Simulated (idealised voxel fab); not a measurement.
process module | voxel local oxidation
cross-section cut | 245 nm wide | cells 5 nm
A cross-section is a grid of square cells, given in bands from the top down. A band is one or more rows of cells.
Each band's line starts with the height of the band's top and of its bottom, in nm. Then come its materials from left to right, each with its width in nm. One material with "throughout" fills the band from edge to edge. "air" is empty space.
Height 0 is the level under which the wafer as received is all one material. The lowest band goes on downwards, as in "0 down".
A width such as "30 to 40" changes by the same amount from each row of cells to the next, from the band's top row to its bottom row.
"no change" after a step means that no cell of the cross-section changed.
closed voids: empty space of 8 cells or more with no open way to the top, each as width x height at its distance from the left edge, in nm
after a step's settings: what the simulator itself notes on the step
overlay nm, on a step with a mask: how far to the right of its planned place the mask lay; to the left if negative
plan
1 op RECEIVE | material Si
2 op OXIDIZE | depth nm 5
3 op CONFORMAL_DEP | material SiN | thk nm 15
4 op MASKED_ETCH | tone cover | mask id ACTIVE | width nm 125 | etch materials SiN | depth nm 15 | overlay nm 0
5 op SELECTIVE_ETCH | etch materials SiO2 | depth nm 5
6 op OXIDIZE | depth nm 10
7 op STRIP | etch materials SiN
as received, after step 1
  0 down: Si throughout
  closed voids: none
a wafer at the end: this start, this plan, one mistake
  0 to -5: air 55 | SiO2 115 | air 75
  -5 to -15: SiO2 65 | Si 95 | SiO2 85
  -15 down: Si throughout
  closed voids: none
what went wrong: step 4 ran as: op MASKED_ETCH | tone cover | mask id ACTIVE | width nm 125 | etch materials SiN | depth nm 15 | overlay nm -10
